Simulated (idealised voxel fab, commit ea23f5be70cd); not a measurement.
Process module, titled voxel self aligned contacts
The width of the displayed cross-section, cut, is 255 nm; its cells are square, with a size of 5 nm.
A cross-section is written here as square cells arranged in a grid, and it is given in bands from the top down, each band taking up one or more rows of cells.
For a band, the entry starts with two heights in nm, that of the top and then that of the bottom, and carries on with the band's materials in order from left to right, each alongside its width in nm; the word "everywhere" beside a single material means it fills the band edge to edge, and "blank" means empty space.
Zero point of the height axis is 0; under it, received wafer = one material. Lowest band: continues down indefinitely, "z 0 and below".
Width: "30..40" (first number = top row, second number = bottom row, same change from row to row of cells).
When a step is marked "nothing got changed", none of the cells in the cross-section changed during that step.
Listed in "Closed void register": every empty space of 8 or more cells without an open way to the top. Form: width x height at distance, the distance being from the left edge, all in nm.
Text after the settings on a step's line: the simulator's own remark on that step.
The "overlay nm" setting may appear on a step's line; for a step that uses a mask, it gives how far to the right of its planned position the mask lay, and a negative value indicates the left.

Steps planned for the process:
step 1: RECEIVE | material Si
step 2: CONFORMAL_DEP | material SiO2 | thk nm 5
step 3: DIRECTIONAL_DEP | material polySi | thk nm 30
step 4: DIRECTIONAL_DEP | material SiN | thk nm 25
step 5: DIRECTIONAL_DEP | material aC | thk nm 15
step 6: PATTERN | tone cover | mask id GATE | material resist | width nm 35 | pitch nm 75 | thk nm 35 | overlay nm 0
step 7: DIRECTIONAL_ETCH | etch materials aC | depth nm 15
step 8: STRIP | etch materials resist
step 9: DIRECTIONAL_ETCH | etch materials SiN | depth nm 25
step 10: DIRECTIONAL_ETCH | etch materials polySi | depth nm 30
step 11: STRIP | etch materials aC
step 12: CONFORMAL_DEP | material SiN | thk nm 10
step 13: DIRECTIONAL_ETCH | etch materials SiN | depth nm 10
step 14: FILL_DEP | material SiO2 | thk nm 15
step 15: CMP | height nm 70
step 16: MASKED_ETCH | tone open | mask id CONTACT | width nm 60 | etch materials SiO2 | depth nm 70 | overlay nm 0
step 17: CONFORMAL_DEP | material TiN | thk nm 5
step 18: FILL_DEP | material W | thk nm 10
step 19: CMP | height nm 70
step 20: CONFORMAL_DEP | material SiN | thk nm 5

On the first of the two wafers: run conducted according to plan:

Wafer cross-section on receipt, i.e. after step 1:
- z 0 and below: Si everywhere
- Closed void register: none

Once step 2 is through, the wafer looks like this in cross-section:
- z 5 to 0: SiO2 everywhere
- Below 0, the layers are the same as they were.

Once step 3 is through, the wafer looks like this in cross-section:
- z 35 to 5: polySi everywhere
- Below 5, the layers are the same as they were.

Once step 4 is through, the wafer looks like this in cross-section:
- z 60 to 35: SiN everywhere
- Below 35, the layers are the same as they were.

Once step 5 is through, the wafer looks like this in cross-section:
- z 75 to 60: aC everywhere
- Below 60, the layers are the same as they were.

Once step 6 is through, the wafer looks like this in cross-section:
- z 110 to 75: blank 70 nm, then resist 35 nm, then blank 40 nm, then resist 35 nm, then blank 75 nm
- Below 75, the layers are the same as they were.

Once step 7 is through, the wafer looks like this in cross-section:
- z 95 to 75: blank 70 nm, then resist 35 nm, then blank 40 nm, then resist 35 nm, then blank 75 nm
- z 75 to 60: blank 70 nm, then aC 35 nm, then blank 40 nm, then aC 35 nm, then blank 75 nm
- Below 60, the layers are the same as they were.

Once step 8 is through, the wafer looks like this in cross-section:
- z 75 to 60: blank 70 nm, then aC 35 nm, then blank 40 nm, then aC 35 nm, then blank 75 nm
- Below 60, the layers are the same as they were.

Once step 9 is through, the wafer looks like this in cross-section:
- z 75 to 60: blank 70 nm, then aC 35 nm, then blank 40 nm, then aC 35 nm, then blank 75 nm
- z 60 to 35: blank 70 nm, then SiN 35 nm, then blank 40 nm, then SiN 35 nm, then blank 75 nm
- Below 35, the layers are the same as they were.

Once step 10 is through, the wafer looks like this in cross-section:
- z 75 to 60: blank 70 nm, then aC 35 nm, then blank 40 nm, then aC 35 nm, then blank 75 nm
- z 60 to 35: blank 70 nm, then SiN 35 nm, then blank 40 nm, then SiN 35 nm, then blank 75 nm
- z 35 to 5: blank 70 nm, then polySi 35 nm, then blank 40 nm, then polySi 35 nm, then blank 75 nm
- Below 5, the layers are the same as they were.

Once step 11 is through, the wafer looks like this in cross-section:
- z 60 to 35: blank 70 nm, then SiN 35 nm, then blank 40 nm, then SiN 35 nm, then blank 75 nm
- Below 35, the layers are the same as they were.

Once step 12 is through, the wafer looks like this in cross-section:
- z 70 to 35: blank 60 nm, then SiN 55 nm, then blank 20 nm, then SiN 55 nm, then blank 65 nm
- z 35 to 15: blank 60 nm, then SiN 10 nm, then polySi 35 nm, then SiN 10 nm, then blank 20 nm, then SiN 10 nm, then polySi 35 nm, then SiN 10 nm, then blank 65 nm
- z 15 to 5: SiN 70 nm, then polySi 35 nm, then SiN 40 nm, then polySi 35 nm, then SiN 75 nm
- Below 5, the layers are the same as they were.

Once step 13 is through, the wafer looks like this in cross-section:
- z 60 to 35: blank 60 nm, then SiN 55 nm, then blank 20 nm, then SiN 55 nm, then blank 65 nm
- z 35 to 5: blank 60 nm, then SiN 10 nm, then polySi 35 nm, then SiN 10 nm, then blank 20 nm, then SiN 10 nm, then polySi 35 nm, then SiN 10 nm, then blank 65 nm
- Below 5, the layers are the same as they were.

Once step 14 is through, the wafer looks like this in cross-section:
- z 75 to 60: SiO2 everywhere
- z 60 to 35: SiO2 60 nm, then SiN 55 nm, then SiO2 20 nm, then SiN 55 nm, then SiO2 65 nm
- z 35 to 5: SiO2 60 nm, then SiN 10 nm, then polySi 35 nm, then SiN 10 nm, then SiO2 20 nm, then SiN 10 nm, then polySi 35 nm, then SiN 10 nm, then SiO2 65 nm
- Below 5, the layers are the same as they were.

Once step 15 is through, the wafer looks like this in cross-section:
- z 70 to 60: SiO2 everywhere
- Below 60, the layers are the same as they were.

Once step 16 is through, the wafer looks like this in cross-section:
- z 70 to 60: SiO2 95 nm, then blank 60 nm, then SiO2 100 nm
- z 60 to 35: SiO2 60 nm, then SiN 55 nm, then blank 20 nm, then SiN 55 nm, then SiO2 65 nm
- z 35 to 5: SiO2 60 nm, then SiN 10 nm, then polySi 35 nm, then SiN 10 nm, then blank 20 nm, then SiN 10 nm, then polySi 35 nm, then SiN 10 nm, then SiO2 65 nm
- z 5 to 0: SiO2 115 nm, then blank 20 nm, then SiO2 120 nm
- Below 0, the layers are the same as they were.

Once step 17 is through, the wafer looks like this in cross-section:
- z 75 to 70: TiN 100 nm, then blank 50 nm, then TiN 105 nm
- z 70 to 60: SiO2 95 nm, then TiN 5..25 nm, then blank 50..10 nm, then TiN 5..25 nm, then SiO2 100 nm
- z 60 to 35: SiO2 60 nm, then SiN 55 nm, then TiN 5 nm, then blank 10 nm, then TiN 5 nm, then SiN 55 nm, then SiO2 65 nm
- z 35 to 5: SiO2 60 nm, then SiN 10 nm, then polySi 35 nm, then SiN 10 nm, then TiN 5 nm, then blank 10 nm, then TiN 5 nm, then SiN 10 nm, then polySi 35 nm, then SiN 10 nm, then SiO2 65 nm
- z 5 to 0: SiO2 115 nm, then TiN 20 nm, then SiO2 120 nm
- Below 0, the layers are the same as they were.

Once step 18 is through, the wafer looks like this in cross-section:
- z 85 to 75: W everywhere
- z 75 to 70: TiN 100 nm, then W 50 nm, then TiN 105 nm
- z 70 to 60: SiO2 95 nm, then TiN 5..25 nm, then W 50..10 nm, then TiN 5..25 nm, then SiO2 100 nm
- z 60 to 35: SiO2 60 nm, then SiN 55 nm, then TiN 5 nm, then W 10 nm, then TiN 5 nm, then SiN 55 nm, then SiO2 65 nm
- z 35 to 5: SiO2 60 nm, then SiN 10 nm, then polySi 35 nm, then SiN 10 nm, then TiN 5 nm, then W 10 nm, then TiN 5 nm, then SiN 10 nm, then polySi 35 nm, then SiN 10 nm, then SiO2 65 nm
- Below 5, the layers are the same as they were.

Once step 19 is through, the wafer looks like this in cross-section:
- z 70 to 60: SiO2 95 nm, then TiN 5..25 nm, then W 50..10 nm, then TiN 5..25 nm, then SiO2 100 nm
- Below 60, the layers are the same as they were.

Once step 20 is through, the wafer looks like this in cross-section:
- z 75 to 70: SiN everywhere
- Below 70, the layers are the same as they were.

Wafer two: like wafer one in start and plan, but with one mistake in execution; identical up to and including step 1:

Cross-sectional representation of the second wafer at the time designated in the plan for the completion of step 2:
- z 30 to 0: polySi everywhere
- Below 0, the layers are the same as they were.

Cross-sectional representation of the second wafer at the time designated in the plan for the completion of step 3:
- z 35 to 30: SiO2 everywhere
- Below 30, the layers are the same as they were.

Cross-sectional representation of the second wafer at the time designated in the plan for the completion of step 4:
- z 60 to 35: SiN everywhere
- Below 35, the layers are the same as they were.

Cross-sectional representation of the second wafer at the time designated in the plan for the completion of step 5:
- z 75 to 60: aC everywhere
- Below 60, the layers are the same as they were.

Cross-sectional representation of the second wafer at the time designated in the plan for the completion of step 6:
- z 110 to 75: blank 70 nm, then resist 35 nm, then blank 40 nm, then resist 35 nm, then blank 75 nm
- Below 75, the layers are the same as they were.

Cross-sectional representation of the second wafer at the time designated in the plan for the completion of step 7:
- z 95 to 75: blank 70 nm, then resist 35 nm, then blank 40 nm, then resist 35 nm, then blank 75 nm
- z 75 to 60: blank 70 nm, then aC 35 nm, then blank 40 nm, then aC 35 nm, then blank 75 nm
- Below 60, the layers are the same as they were.

Cross-sectional representation of the second wafer at the time designated in the plan for the completion of step 8:
- z 75 to 60: blank 70 nm, then aC 35 nm, then blank 40 nm, then aC 35 nm, then blank 75 nm
- Below 60, the layers are the same as they were.

Cross-sectional representation of the second wafer at the time designated in the plan for the completion of step 9:
- z 75 to 60: blank 70 nm, then aC 35 nm, then blank 40 nm, then aC 35 nm, then blank 75 nm
- z 60 to 35: blank 70 nm, then SiN 35 nm, then blank 40 nm, then SiN 35 nm, then blank 75 nm
- Below 35, the layers are the same as they were.

Cross-sectional representation of the second wafer at the time designated in the plan for the completion of step 10: nothing got changed

Cross-sectional representation of the second wafer at the time designated in the plan for the completion of step 11:
- z 60 to 35: blank 70 nm, then SiN 35 nm, then blank 40 nm, then SiN 35 nm, then blank 75 nm
- Below 35, the layers are the same as they were.

Cross-sectional representation of the second wafer at the time designated in the plan for the completion of step 12:
- z 70 to 45: blank 60 nm, then SiN 55 nm, then blank 20 nm, then SiN 55 nm, then blank 65 nm
- z 45 to 35: SiN everywhere
- Below 35, the layers are the same as they were.

Cross-sectional representation of the second wafer at the time designated in the plan for the completion of step 13:
- z 60 to 35: blank 60 nm, then SiN 55 nm, then blank 20 nm, then SiN 55 nm, then blank 65 nm
- Below 35, the layers are the same as they were.

Cross-sectional representation of the second wafer at the time designated in the plan for the completion of step 14:
- z 75 to 60: SiO2 everywhere
- z 60 to 35: SiO2 60 nm, then SiN 55 nm, then SiO2 20 nm, then SiN 55 nm, then SiO2 65 nm
- Below 35, the layers are the same as they were.

Cross-sectional representation of the second wafer at the time designated in the plan for the completion of step 15:
- z 70 to 60: SiO2 everywhere
- Below 60, the layers are the same as they were.

Cross-sectional representation of the second wafer at the time designated in the plan for the completion of step 16:
- z 70 to 60: SiO2 95 nm, then blank 60 nm, then SiO2 100 nm
- z 60 to 35: SiO2 60 nm, then SiN 55 nm, then blank 20 nm, then SiN 55 nm, then SiO2 65 nm
- z 35 to 30: SiO2 115 nm, then blank 20 nm, then SiO2 120 nm
- Below 30, the layers are the same as they were.

Cross-sectional representation of the second wafer at the time designated in the plan for the completion of step 17:
- z 75 to 70: TiN 100 nm, then blank 50 nm, then TiN 105 nm
- z 70 to 60: SiO2 95 nm, then TiN 5..25 nm, then blank 50..10 nm, then TiN 5..25 nm, then SiO2 100 nm
- z 60 to 35: SiO2 60 nm, then SiN 55 nm, then TiN 5 nm, then blank 10 nm, then TiN 5 nm, then SiN 55 nm, then SiO2 65 nm
- z 35 to 30: SiO2 115 nm, then TiN 20 nm, then SiO2 120 nm
- Below 30, the layers are the same as they were.

Cross-sectional representation of the second wafer at the time designated in the plan for the completion of step 18:
- z 85 to 75: W everywhere
- z 75 to 70: TiN 100 nm, then W 50 nm, then TiN 105 nm
- z 70 to 60: SiO2 95 nm, then TiN 5..25 nm, then W 50..10 nm, then TiN 5..25 nm, then SiO2 100 nm
- z 60 to 35: SiO2 60 nm, then SiN 55 nm, then TiN 5 nm, then W 10 nm, then TiN 5 nm, then SiN 55 nm, then SiO2 65 nm
- Below 35, the layers are the same as they were.

Cross-sectional representation of the second wafer at the time designated in the plan for the completion of step 19:
- z 70 to 60: SiO2 95 nm, then TiN 5..25 nm, then W 50..10 nm, then TiN 5..25 nm, then SiO2 100 nm
- Below 60, the layers are the same as they were.

Cross-sectional representation of the second wafer at the time designated in the plan for the completion of step 20:
- z 75 to 70: SiN everywhere
- Below 70, the layers are the same as they were.
Diagnosis: steps 2 and 3: order swapped relative to plan
The closing comparison, in cells, has the second wafer with more or fewer of some materials than the first: SiN -48 | SiO2 -150 | TiN -12 | W -12 | polySi +222
